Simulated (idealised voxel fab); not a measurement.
process module | voxel self aligned vias
cross-section cut | 285 nm wide | cells 5 nm
A cross-section is a grid of square cells, given in bands from the top down. A band is one or more rows of cells.
Each band's line starts with the height of the band's top and of its bottom, in nm. Then come its materials from left to right, each with its width in nm. One material with "throughout" fills the band from edge to edge. "air" is empty space.
Height 0 is the level under which the wafer as received is all one material. The lowest band goes on downwards, as in "0 down".
A width such as "30 to 40" changes by the same amount from each row of cells to the next, from the band's top row to its bottom row.
"no change" after a step means that no cell of the cross-section changed.
closed voids: empty space of 8 cells or more with no open way to the top, each as width x height at its distance from the left edge, in nm
after a step's settings: what the simulator itself notes on the step
overlay nm, on a step with a mask: how far to the right of its planned place the mask lay; to the left if negative
plan
1 op RECEIVE | material Si
2 op CONFORMAL_DEP | material SiO2 | thk nm 15
3 op CONFORMAL_DEP | material SiCN | thk nm 5
4 op DIRECTIONAL_DEP | material lowk | thk nm 30
5 op DIRECTIONAL_DEP | material aC | thk nm 10
6 op PATTERN | tone open | mask id LINES | material resist | width nm 20 | pitch nm 60 | thk nm 30 | overlay nm 0
7 op DIRECTIONAL_ETCH | etch materials aC | depth nm 10
8 op STRIP | etch materials resist
9 op DIRECTIONAL_ETCH | etch materials lowk | depth nm 30
10 op STRIP | etch materials aC
11 op CONFORMAL_DEP | material TiN | thk nm 5
12 op FILL_DEP | material W | thk nm 10
13 op CMP | height nm 50
14 op SELECTIVE_ETCH | etch materials W Ru TiN | depth nm 10
15 op FILL_DEP | material SiN | thk nm 10
16 op CMP | height nm 50
17 op DIRECTIONAL_DEP | material lowk | thk nm 15
18 op PATTERN | tone open | mask id VIAS | material resist | width nm 40 | thk nm 15 | overlay nm 0
19 op DIRECTIONAL_ETCH | etch materials lowk | depth nm 15
20 op DIRECTIONAL_ETCH | etch materials SiN | depth nm 10
21 op STRIP | etch materials resist
22 op CONFORMAL_DEP | material TiN | thk nm 5
23 op FILL_DEP | material W | thk nm 5
24 op CMP | height nm 65
25 op CONFORMAL_DEP | material SiN | thk nm 5
first wafer, as planned
as received, after step 1
  0 down: Si throughout
  closed voids: none
after step 2
  15 to 0: SiO2 throughout
  below 0: unchanged
after step 3
  20 to 15: SiCN throughout
  below 15: unchanged
after step 4
  50 to 20: lowk throughout
  below 20: unchanged
after step 5
  60 to 50: aC throughout
  below 50: unchanged
after step 6
  90 to 60: resist 100 | air 20 | resist 40 | air 20 | resist 105
  below 60: unchanged
after step 7
  80 to 60: resist 100 | air 20 | resist 40 | air 20 | resist 105
  60 to 50: aC 100 | air 20 | aC 40 | air 20 | aC 105
  below 50: unchanged
after step 8
  60 to 50: aC 100 | air 20 | aC 40 | air 20 | aC 105
  below 50: unchanged
after step 9
  60 to 50: aC 100 | air 20 | aC 40 | air 20 | aC 105
  50 to 20: lowk 100 | air 20 | lowk 40 | air 20 | lowk 105
  below 20: unchanged
after step 10
  50 to 20: lowk 100 | air 20 | lowk 40 | air 20 | lowk 105
  below 20: unchanged
after step 11
  55 to 50: TiN 105 | air 10 | TiN 50 | air 10 | TiN 110
  50 to 25: lowk 100 | TiN 5 | air 10 | TiN 5 | lowk 40 | TiN 5 | air 10 | TiN 5 | lowk 105
  25 to 20: lowk 100 | TiN 20 | lowk 40 | TiN 20 | lowk 105
  below 20: unchanged
after step 12
  65 to 55: W throughout
  55 to 50: TiN 105 | W 10 | TiN 50 | W 10 | TiN 110
  50 to 25: lowk 100 | TiN 5 | W 10 | TiN 5 | lowk 40 | TiN 5 | W 10 | TiN 5 | lowk 105
  below 25: unchanged
after step 13
  50 to 25: lowk 100 | TiN 5 | W 10 | TiN 5 | lowk 40 | TiN 5 | W 10 | TiN 5 | lowk 105
  below 25: unchanged
after step 14
  50 to 40: lowk 100 | air 20 | lowk 40 | air 20 | lowk 105
  below 40: unchanged
after step 15
  60 to 50: SiN throughout
  50 to 40: lowk 100 | SiN 20 | lowk 40 | SiN 20 | lowk 105
  below 40: unchanged
after step 16
  50 to 40: lowk 100 | SiN 20 | lowk 40 | SiN 20 | lowk 105
  below 40: unchanged
after step 17
  65 to 50: lowk throughout
  below 50: unchanged
after step 18
  80 to 65: resist 90 | air 40 | resist 155
  below 65: unchanged
after step 19
  80 to 65: resist 90 | air 40 | resist 155
  65 to 50: lowk 90 | air 40 | lowk 155
  below 50: unchanged
after step 20
  80 to 65: resist 90 | air 40 | resist 155
  65 to 50: lowk 90 | air 40 | lowk 155
  50 to 40: lowk 100 | air 20 | lowk 40 | SiN 20 | lowk 105
  below 40: unchanged
after step 21
  65 to 50: lowk 90 | air 40 | lowk 155
  below 50: unchanged
after step 22
  70 to 65: TiN 95 | air 30 | TiN 160
  65 to 55: lowk 90 | TiN 5 | air 30 | TiN 5 | lowk 155
  55 to 50: lowk 90 | TiN 15 | air 10 | TiN 15 | lowk 155
  50 to 45: lowk 100 | TiN 5 | air 10 | TiN 5 | lowk 40 | SiN 20 | lowk 105
  45 to 40: lowk 100 | TiN 20 | lowk 40 | SiN 20 | lowk 105
  below 40: unchanged
after step 23
  75 to 70: W throughout
  70 to 65: TiN 95 | W 30 | TiN 160
  65 to 55: lowk 90 | TiN 5 | W 30 | TiN 5 | lowk 155
  55 to 50: lowk 90 | TiN 15 | W 10 | TiN 15 | lowk 155
  50 to 45: lowk 100 | TiN 5 | W 10 | TiN 5 | lowk 40 | SiN 20 | lowk 105
  below 45: unchanged
after step 24
  65 to 55: lowk 90 | TiN 5 | W 30 | TiN 5 | lowk 155
  below 55: unchanged
after step 25
  70 to 65: SiN throughout
  below 65: unchanged
second wafer: like start, like plan, one mistake. Through step 14 it matches the first wafer
when step 15 should have ended
  60 to 50: SiO2 throughout
  50 to 40: lowk 100 | SiO2 20 | lowk 40 | SiO2 20 | lowk 105
  below 40: unchanged
when step 16 should have ended
  50 to 40: lowk 100 | SiO2 20 | lowk 40 | SiO2 20 | lowk 105
  below 40: unchanged
when step 17 should have ended
  65 to 50: lowk throughout
  below 50: unchanged
when step 18 should have ended
  80 to 65: resist 90 | air 40 | resist 155
  below 65: unchanged
when step 19 should have ended
  80 to 65: resist 90 | air 40 | resist 155
  65 to 50: lowk 90 | air 40 | lowk 155
  below 50: unchanged
when step 20 should have ended: no change
when step 21 should have ended
  65 to 50: lowk 90 | air 40 | lowk 155
  below 50: unchanged
when step 22 should have ended
  70 to 65: TiN 95 | air 30 | TiN 160
  65 to 55: lowk 90 | TiN 5 | air 30 | TiN 5 | lowk 155
  55 to 50: lowk 90 | TiN 40 | lowk 155
  below 50: unchanged
when step 23 should have ended
  75 to 70: W throughout
  70 to 65: TiN 95 | W 30 | TiN 160
  65 to 55: lowk 90 | TiN 5 | W 30 | TiN 5 | lowk 155
  below 55: unchanged
when step 24 should have ended
  65 to 55: lowk 90 | TiN 5 | W 30 | TiN 5 | lowk 155
  below 55: unchanged
when step 25 should have ended
  70 to 65: SiN throughout
  below 65: unchanged
what went wrong: step 15 ran as: op FILL_DEP | material SiO2 | thk nm 10
at the end the second wafer has, in cells: 8 fewer of SiN | 16 more of SiO2 | 4 fewer of TiN | 4 fewer of W
